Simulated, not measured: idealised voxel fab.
The following is a process module called voxel transistor to metal.
The cross-section shown here is cut; it is 285 nm wide and divided into square cells measuring 5 nm on a side.
Reading order for cross-sections: top band down to bottom band. Underlying form: a grid of square cells. Band size: one or more rows of cells. Band: top and bottom heights (nm) first, top before bottom; then materials from left to right, widths in nm. "everywhere" marks a sole material filling the band edge to edge. "blank" denotes empty space. Ref level 0: as-received wafer is one material below here. Bottom band extends down with no lower bound ("0 down"). You'd read "30->40" like this: the band's top row of cells is as wide as the first number, its bottom row is as wide as the second, and going down, every row changes width by the same amount as the row before did. A step reported as "remained the same" is a step in which no cell of the cross-section changed. The entry "Closed void register" lists the empty spaces that cover at least 8 cells and have no open path to the top. Each is written as width x height at distance, where the distance is measured from the left edge and all three values are in nm. Text after the settings on a step's line: the simulator's own remark on that step. The optional step-line setting "overlay nm" applies to steps with a mask and quantifies how far to the right of its planned location the mask lay, a negative value indicating leftward placement.
THE STEPS PLANNED FOR THE PROCESS ARE AS FOLLOWS
1: RECEIVE with material Si
2: OXIDIZE with depth nm 5
3: CONFORMAL_DEP with material SiN, thk nm 10
4: PATTERN with tone cover, mask id ACTIVE, material resist, width nm 100, pitch nm 125, thk nm 20, overlay nm 0
5: DIRECTIONAL_ETCH with etch materials SiN, depth nm 10
6: DIRECTIONAL_ETCH with etch materials SiO2, depth nm 5
7: DIRECTIONAL_ETCH with etch materials Si, depth nm 25
8: STRIP with etch materials resist
9: FILL_DEP with material SiO2, thk nm 10
10: CMP with height nm 10
11: SELECTIVE_ETCH with etch materials SiO2, depth nm 5
12: STRIP with etch materials SiN
13: SELECTIVE_ETCH with etch materials SiO2, depth nm 5
14: OXIDIZE with depth nm 5
15: DIRECTIONAL_DEP with material polySi, thk nm 25
16: DIRECTIONAL_DEP with material SiCN, thk nm 10
17: DIRECTIONAL_DEP with material aC, thk nm 10
18: PATTERN with tone cover, mask id GATE, material resist, width nm 20, pitch nm 125, thk nm 30, overlay nm 0
19: DIRECTIONAL_ETCH with etch materials aC, depth nm 10
20: STRIP with etch materials resist
21: DIRECTIONAL_ETCH with etch materials SiCN, depth nm 20
22: DIRECTIONAL_ETCH with etch materials polySi, depth nm 35
23: STRIP with etch materials aC
24: CONFORMAL_DEP with material SiN, thk nm 10
25: DIRECTIONAL_ETCH with etch materials SiN, depth nm 10
26: DIRECTIONAL_ETCH with etch materials SiO2, depth nm 5
27: EPI with material SiGe, thk nm 5
28: FILL_DEP with material SiO2, thk nm 10
29: CMP with height nm 30
30: DIRECTIONAL_DEP with material SiO2, thk nm 15
31: MASKED_ETCH with tone open, mask id CONTACT, width nm 30, etch materials SiO2, depth nm 50, overlay nm 0
32: CONFORMAL_DEP with material TiN, thk nm 5
33: FILL_DEP with material W, thk nm 10
34: CMP with height nm 45
35: CONFORMAL_DEP with material SiCN, thk nm 5
36: DIRECTIONAL_DEP with material lowk, thk nm 25
37: MASKED_ETCH with tone open, mask id METAL_1, width nm 15, etch materials lowk, depth nm 25, overlay nm 0
38: MASKED_ETCH with tone open, mask id METAL_1, width nm 15, etch materials SiCN, depth nm 5, overlay nm 0
39: CONFORMAL_DEP with material TiN, thk nm 5
40: FILL_DEP with material Ru, thk nm 10
41: CMP with height nm 75
42: EPI with material Ru, thk nm 5
43: FILL_DEP with material SiCN, thk nm 5
THIS IS THE CROSS-SECTION OF THE WAFER AS WE RECEIVED IT, I.E. AFTER STEP 1
- 0 down | Si everywhere
- Closed void register: none
SECTIONED VIEW, FIRST OF TWO WAFERS, AT THE CLOSE OF THE MODULE, PROCESSED AS INTENDED IN THE PLAN
- 85 to 80 | SiCN everywhere
- 80 to 75 | 30 of SiCN / 25 of Ru / 50 of SiCN / 25 of Ru / 25 of SiCN / 25 of Ru / 50 of SiCN / 25 of Ru / 30 of SiCN
- 75 to 50 | 35 of lowk / 5 of TiN / 5 of Ru / 5 of TiN / 60 of lowk / 5 of TiN / 5 of Ru / 5 of TiN / 35 of lowk / 5 of TiN / 5 of Ru / 5 of TiN / 60 of lowk / 5 of TiN / 5 of Ru / 5 of TiN / 35 of lowk
- 50 to 45 | 35 of SiCN / 15 of TiN / 60 of SiCN / 15 of TiN / 35 of SiCN / 15 of TiN / 60 of SiCN / 15 of TiN / 35 of SiCN
- 45 to 35 | 35 of SiO2 / 5 of TiN / 20 of W / 5 of TiN / 30 of SiO2 / 5 of TiN / 20 of W / 5 of TiN / 35 of SiO2 / 5 of TiN / 20 of W / 5 of TiN / 30 of SiO2 / 5 of TiN / 20 of W / 5 of TiN / 35 of SiO2
- 35 to 30 | 35 of SiO2 / 5 of TiN / 15 of W / 10 of TiN / 30 of SiO2 / 10 of TiN / 15 of W / 5 of TiN / 35 of SiO2 / 5 of TiN / 15 of W / 10 of TiN / 30 of SiO2 / 10 of TiN / 15 of W / 5 of TiN / 35 of SiO2
- 30 to 20 | 35 of SiO2 / 5 of TiN / 15 of W / 5 of TiN / 10 of SiN / 20 of SiCN / 10 of SiN / 5 of TiN / 15 of W / 5 of TiN / 35 of SiO2 / 5 of TiN / 15 of W / 5 of TiN / 10 of SiN / 20 of SiCN / 10 of SiN / 5 of TiN / 15 of W / 5 of TiN / 35 of SiO2
- 20 to 0 | 35 of SiO2 / 5 of TiN / 15 of W / 5 of TiN / 10 of SiN / 20 of polySi / 10 of SiN / 5 of TiN / 15 of W / 5 of TiN / 35 of SiO2 / 5 of TiN / 15 of W / 5 of TiN / 10 of SiN / 20 of polySi / 10 of SiN / 5 of TiN / 15 of W / 5 of TiN / 35 of SiO2
- 0 to -5 | 25 of SiO2 / 10 of SiN / 25 of TiN / 10 of SiN / 20 of polySi / 10 of SiN / 25 of TiN / 10 of SiN / 15 of SiO2 / 10 of SiN / 25 of TiN / 10 of SiN / 20 of polySi / 10 of SiN / 25 of TiN / 10 of SiN / 25 of SiO2
- -5 to -10 | 35 of SiO2 / 25 of SiGe / 40 of SiO2 / 25 of SiGe / 35 of SiO2 / 25 of SiGe / 40 of SiO2 / 25 of SiGe / 35 of SiO2
- -10 to -30 | 30 of SiO2 / 100 of Si / 25 of SiO2 / 100 of Si / 30 of SiO2
- -30 down | Si everywhere
- Closed void register: none
WHAT THE SECOND WAFER LOOKS LIKE IN CROSS-SECTION ONCE THE MODULE IS DONE. ITS START AND ITS PLAN MATCHED THE FIRST WAFER'S EXACTLY; WHAT DIFFERED WAS ONE MISTAKE IN HOW IT WAS RUN
- 85 to 80 | SiCN everywhere
- 80 to 75 | 30 of SiCN / 25 of Ru / 50 of SiCN / 25 of Ru / 25 of SiCN / 25 of Ru / 50 of SiCN / 25 of Ru / 30 of SiCN
- 75 to 50 | 35 of lowk / 5 of TiN / 5 of Ru / 5 of TiN / 60 of lowk / 5 of TiN / 5 of Ru / 5 of TiN / 35 of lowk / 5 of TiN / 5 of Ru / 5 of TiN / 60 of lowk / 5 of TiN / 5 of Ru / 5 of TiN / 35 of lowk
- 50 to 45 | 35 of SiCN / 15 of TiN / 60 of SiCN / 15 of TiN / 35 of SiCN / 15 of TiN / 60 of SiCN / 15 of TiN / 35 of SiCN
- 45 to 35 | 35 of SiO2 / 5 of TiN / 20 of W / 5 of TiN / 30 of SiO2 / 5 of TiN / 20 of W / 5 of TiN / 35 of SiO2 / 5 of TiN / 20 of W / 5 of TiN / 30 of SiO2 / 5 of TiN / 20 of W / 5 of TiN / 35 of SiO2
- 35 to 30 | 35 of SiO2 / 5 of TiN / 15 of W / 10 of TiN / 30 of SiO2 / 10 of TiN / 15 of W / 5 of TiN / 35 of SiO2 / 5 of TiN / 15 of W / 10 of TiN / 30 of SiO2 / 10 of TiN / 15 of W / 5 of TiN / 35 of SiO2
- 30 to 20 | 35 of SiO2 / 5 of TiN / 15 of W / 5 of TiN / 10 of SiN / 20 of SiCN / 10 of SiN / 5 of TiN / 15 of W / 5 of TiN / 35 of SiO2 / 5 of TiN / 15 of W / 5 of TiN / 10 of SiN / 20 of SiCN / 10 of SiN / 5 of TiN / 15 of W / 5 of TiN / 35 of SiO2
- 20 to 5 | 35 of SiO2 / 5 of TiN / 15 of W / 5 of TiN / 10 of SiN / 20 of polySi / 10 of SiN / 5 of TiN / 15 of W / 5 of TiN / 35 of SiO2 / 5 of TiN / 15 of W / 5 of TiN / 10 of SiN / 20 of polySi / 10 of SiN / 5 of TiN / 15 of W / 5 of TiN / 35 of SiO2
- 5 to 0 | 35 of SiO2 / 15 of TiN / 5 of W / 5 of TiN / 10 of SiN / 20 of polySi / 10 of SiN / 5 of TiN / 15 of W / 5 of TiN / 35 of SiO2 / 15 of TiN / 5 of W / 5 of TiN / 10 of SiN / 20 of polySi / 10 of SiN / 5 of TiN / 15 of W / 5 of TiN / 35 of SiO2
- 0 to -5 | 35 of SiO2 / 10 of SiN / 15 of TiN / 10 of SiN / 20 of polySi / 10 of SiN / 25 of TiN / 10 of SiO2 / 10 of SiN / 15 of SiO2 / 10 of SiN / 15 of TiN / 10 of SiN / 20 of polySi / 10 of SiN / 25 of TiN / 10 of SiO2 / 10 of SiN / 15 of SiO2
- -5 to -10 | 45 of SiO2 / 15 of SiGe / 40 of SiO2 / 35 of SiGe / 35 of SiO2 / 15 of SiGe / 40 of SiO2 / 35 of SiGe / 25 of SiO2
- -10 to -30 | 40 of SiO2 / 100 of Si / 25 of SiO2 / 100 of Si / 20 of SiO2
- -30 down | Si everywhere
- Closed void register: none
So what did we get wrong on this run? step 4 ran as: PATTERN with tone cover, mask id ACTIVE, material resist, width nm 100, pitch nm 125, thk nm 20, overlay nm 10
Once processing is complete, comparing cell counts shows that the second wafer has more or fewer of certain materials than the first: SiO2 +4; W -4
